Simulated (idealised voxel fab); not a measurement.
voxel self aligned contacts: a process module
Cross-sectional view cut (width: 160 nm; square cell size: 5 nm).
We lay out every cross-section as a grid of square cells and spell it out in bands from the top down, where one band means one or more rows of cells.
The band entry comprises the height of the band's top followed by the height of its bottom, expressed in nm, and subsequently the band's materials from left to right, each stated together with its width in nm. Where a single material is marked with the word "full width", that material fills the band from edge to edge. The word "empty" represents empty space.
A quick word on heights: they are counted from 0, and under that level the wafer as it came to us is one material throughout. The lowest band is different from the rest in having no bottom; it simply continues downward, written as in "z 0 and below".
The two numbers in a width such as "30 to 40" mark its ends across the band: the first belongs to the top row of cells, the second to the bottom row, and from each row to the next the width moves by the same amount.
Reading "nothing got changed" for a step: not a cell of the cross-section changed in it.
Heads up: "Closed internal cavities" only lists the empty pockets with no open path to the top that are 8 cells or more, and it writes them as width x height at distance, distance from the left edge, in nm.
Step line, after settings: the simulator's comment on this step.
On any step carrying a mask, the "overlay nm" setting, if present on the step's line, tells how far right of its planned place the mask lay; negative values point to the left.
### Intended process steps
1: RECEIVE with material Si
2: OXIDIZE with depth nm 5
3: DIRECTIONAL_DEP with material polySi, thk nm 30
4: DIRECTIONAL_DEP with material SiN, thk nm 25
5: PATTERN with tone cover, mask id GATE, material resist, width nm 35, pitch nm 70, thk nm 20, overlay nm 0
6: DIRECTIONAL_ETCH with etch materials SiN, depth nm 25
7: DIRECTIONAL_ETCH with etch materials polySi, depth nm 30
8: STRIP with etch materials resist
9: CONFORMAL_DEP with material SiN, thk nm 10
10: DIRECTIONAL_ETCH with etch materials SiN, depth nm 10
11: FILL_DEP with material SiO2, thk nm 15
12: CMP with height nm 65
13: DIRECTIONAL_DEP with material aC, thk nm 15
14: PATTERN with tone open, mask id CONTACT, material resist, width nm 45, thk nm 35, overlay nm 0
15: DIRECTIONAL_ETCH with etch materials aC, depth nm 15
16: STRIP with etch materials resist
17: DIRECTIONAL_ETCH with etch materials SiO2, depth nm 70
18: STRIP with etch materials aC
19: CONFORMAL_DEP with material TiN, thk nm 5
20: FILL_DEP with material W, thk nm 10
21: CMP with height nm 65
22: CONFORMAL_DEP with material SiN, thk nm 5
### The first wafer of two, processed as planned
### This is the cross-section of the wafer as we received it, i.e. after step 1
> z 0 and below = Si full width
> Closed internal cavities: none
### Once step 2 is through, the wafer looks like this in cross-section
> z 0 to -5 = SiO2 full width
> Under -5: no change, same as before.
### Once step 3 is through, the wafer looks like this in cross-section
> z 30 to 0 = polySi full width
> Under 0: no change, same as before.
### Once step 4 is through, the wafer looks like this in cross-section
> z 55 to 30 = SiN full width
> Under 30: no change, same as before.
### Once step 5 is through, the wafer looks like this in cross-section
> z 75 to 55 = empty=25, then resist=35, then empty=35, then resist=35, then empty=30
> Under 55: no change, same as before.
### Once step 6 is through, the wafer looks like this in cross-section
> z 75 to 55 = empty=25, then resist=35, then empty=35, then resist=35, then empty=30
> z 55 to 30 = empty=25, then SiN=35, then empty=35, then SiN=35, then empty=30
> Under 30: no change, same as before.
### Once step 7 is through, the wafer looks like this in cross-section
> z 75 to 55 = empty=25, then resist=35, then empty=35, then resist=35, then empty=30
> z 55 to 30 = empty=25, then SiN=35, then empty=35, then SiN=35, then empty=30
> z 30 to 0 = empty=25, then polySi=35, then empty=35, then polySi=35, then empty=30
> Under 0: no change, same as before.
### Once step 8 is through, the wafer looks like this in cross-section
> z 55 to 30 = empty=25, then SiN=35, then empty=35, then SiN=35, then empty=30
> Under 30: no change, same as before.
### Once step 9 is through, the wafer looks like this in cross-section
> z 65 to 30 = empty=15, then SiN=55, then empty=15, then SiN=55, then empty=20
> z 30 to 10 = empty=15, then SiN=10, then polySi=35, then SiN=10, then empty=15, then SiN=10, then polySi=35, then SiN=10, then empty=20
> z 10 to 0 = SiN=25, then polySi=35, then SiN=35, then polySi=35, then SiN=30
> Under 0: no change, same as before.
### Once step 10 is through, the wafer looks like this in cross-section
> z 55 to 30 = empty=15, then SiN=55, then empty=15, then SiN=55, then empty=20
> z 30 to 0 = empty=15, then SiN=10, then polySi=35, then SiN=10, then empty=15, then SiN=10, then polySi=35, then SiN=10, then empty=20
> Under 0: no change, same as before.
### Once step 11 is through, the wafer looks like this in cross-section
> z 70 to 55 = SiO2 full width
> z 55 to 30 = SiO2=15, then SiN=55, then SiO2=15, then SiN=55, then SiO2=20
> z 30 to 0 = SiO2=15, then SiN=10, then polySi=35, then SiN=10, then SiO2=15, then SiN=10, then polySi=35, then SiN=10, then SiO2=20
> Under 0: no change, same as before.
### Once step 12 is through, the wafer looks like this in cross-section
> z 65 to 55 = SiO2 full width
> Under 55: no change, same as before.
### Once step 13 is through, the wafer looks like this in cross-section
> z 80 to 65 = aC full width
> Under 65: no change, same as before.
### Once step 14 is through, the wafer looks like this in cross-section
> z 115 to 80 = resist=55, then empty=45, then resist=60
> Under 80: no change, same as before.
### Once step 15 is through, the wafer looks like this in cross-section
> z 100 to 80 = resist=55, then empty=45, then resist=60
> z 80 to 65 = aC=55, then empty=45, then aC=60
> Under 65: no change, same as before.
### Once step 16 is through, the wafer looks like this in cross-section
> z 80 to 65 = aC=55, then empty=45, then aC=60
> Under 65: no change, same as before.
### Once step 17 is through, the wafer looks like this in cross-section
> z 80 to 65 = aC=55, then empty=45, then aC=60
> z 65 to 55 = SiO2=55, then empty=45, then SiO2=60
> z 55 to 30 = SiO2=15, then SiN=55, then empty=15, then SiN=55, then SiO2=20
> z 30 to 0 = SiO2=15, then SiN=10, then polySi=35, then SiN=10, then empty=15, then SiN=10, then polySi=35, then SiN=10, then SiO2=20
> z 0 to -5 = SiO2=70, then empty=15, then SiO2=75
> Under -5: no change, same as before.
### Once step 18 is through, the wafer looks like this in cross-section
> z 65 to 55 = SiO2=55, then empty=45, then SiO2=60
> Under 55: no change, same as before.
### Once step 19 is through, the wafer looks like this in cross-section
> z 70 to 65 = TiN=60, then empty=35, then TiN=65
> z 65 to 55 = SiO2=55, then TiN=5 to 20, then empty=35 to 5, then TiN=5 to 20, then SiO2=60
> z 55 to 30 = SiO2=15, then SiN=55, then TiN=5, then empty=5, then TiN=5, then SiN=55, then SiO2=20
> z 30 to 0 = SiO2=15, then SiN=10, then polySi=35, then SiN=10, then TiN=5, then empty=5, then TiN=5, then SiN=10, then polySi=35, then SiN=10, then SiO2=20
> z 0 to -5 = SiO2=70, then TiN=15, then SiO2=75
> Under -5: no change, same as before.
### Once step 20 is through, the wafer looks like this in cross-section
> z 80 to 70 = W full width
> z 70 to 65 = TiN=60, then W=35, then TiN=65
> z 65 to 55 = SiO2=55, then TiN=5 to 20, then W=35 to 5, then TiN=5 to 20, then SiO2=60
> z 55 to 30 = SiO2=15, then SiN=55, then TiN=5, then W=5, then TiN=5, then SiN=55, then SiO2=20
> z 30 to 0 = SiO2=15, then SiN=10, then polySi=35, then SiN=10, then TiN=5, then W=5, then TiN=5, then SiN=10, then polySi=35, then SiN=10, then SiO2=20
> Under 0: no change, same as before.
### Once step 21 is through, the wafer looks like this in cross-section
> z 65 to 55 = SiO2=55, then TiN=5 to 20, then W=35 to 5, then TiN=5 to 20, then SiO2=60
> Under 55: no change, same as before.
### Once step 22 is through, the wafer looks like this in cross-section
> z 70 to 65 = SiN full width
> Under 65: no change, same as before.
### Second of two: same start, same plan, one run error; steps up to and including 13 match the first
### Look at the second wafer in cross-section at the time step 14 ought to have finished
> z 115 to 80 = resist=60, then empty=35, then resist=65
> Under 80: no change, same as before.
### Look at the second wafer in cross-section at the time step 15 ought to have finished
> z 100 to 80 = resist=60, then empty=35, then resist=65
> z 80 to 65 = aC=60, then empty=35, then aC=65
> Under 65: no change, same as before.
### Look at the second wafer in cross-section at the time step 16 ought to have finished
> z 80 to 65 = aC=60, then empty=35, then aC=65
> Under 65: no change, same as before.
### Look at the second wafer in cross-section at the time step 17 ought to have finished
> z 80 to 65 = aC=60, then empty=35, then aC=65
> z 65 to 55 = SiO2=60, then empty=35, then SiO2=65
> z 55 to 30 = SiO2=15, then SiN=55, then empty=15, then SiN=55, then SiO2=20
> z 30 to 0 = SiO2=15, then SiN=10, then polySi=35, then SiN=10, then empty=15, then SiN=10, then polySi=35, then SiN=10, then SiO2=20
> z 0 to -5 = SiO2=70, then empty=15, then SiO2=75
> Under -5: no change, same as before.
### Look at the second wafer in cross-section at the time step 18 ought to have finished
> z 65 to 55 = SiO2=60, then empty=35, then SiO2=65
> Under 55: no change, same as before.
### Look at the second wafer in cross-section at the time step 19 ought to have finished
> z 70 to 65 = TiN=65, then empty=25, then TiN=70
> z 65 to 55 = SiO2=60, then TiN=5 to 15, then empty=25 to 5, then TiN=5 to 15, then SiO2=65
> z 55 to 30 = SiO2=15, then SiN=55, then TiN=5, then empty=5, then TiN=5, then SiN=55, then SiO2=20
> z 30 to 0 = SiO2=15, then SiN=10, then polySi=35, then SiN=10, then TiN=5, then empty=5, then TiN=5, then SiN=10, then polySi=35, then SiN=10, then SiO2=20
> z 0 to -5 = SiO2=70, then TiN=15, then SiO2=75
> Under -5: no change, same as before.
### Look at the second wafer in cross-section at the time step 20 ought to have finished
> z 80 to 70 = W full width
> z 70 to 65 = TiN=65, then W=25, then TiN=70
> z 65 to 55 = SiO2=60, then TiN=5 to 15, then W=25 to 5, then TiN=5 to 15, then SiO2=65
> z 55 to 30 = SiO2=15, then SiN=55, then TiN=5, then W=5, then TiN=5, then SiN=55, then SiO2=20
> z 30 to 0 = SiO2=15, then SiN=10, then polySi=35, then SiN=10, then TiN=5, then W=5, then TiN=5, then SiN=10, then polySi=35, then SiN=10, then SiO2=20
> Under 0: no change, same as before.
### Look at the second wafer in cross-section at the time step 21 ought to have finished
> z 65 to 55 = SiO2=60, then TiN=5 to 15, then W=25 to 5, then TiN=5 to 15, then SiO2=65
> Under 55: no change, same as before.
### Look at the second wafer in cross-section at the time step 22 ought to have finished
> z 70 to 65 = SiN full width
> Under 65: no change, same as before.
The mistake made against the process plan was this: step 14 was run on a setting that differed from the plan, and what really ran there is PATTERN with tone open, mask id CONTACT, material resist, width nm 35, thk nm 35, overlay nm 0
FYI, end of process, the second wafer has more or fewer cells of some materials than the first: SiO2: 4 more; TiN: 2 fewer; W: 2 fewer
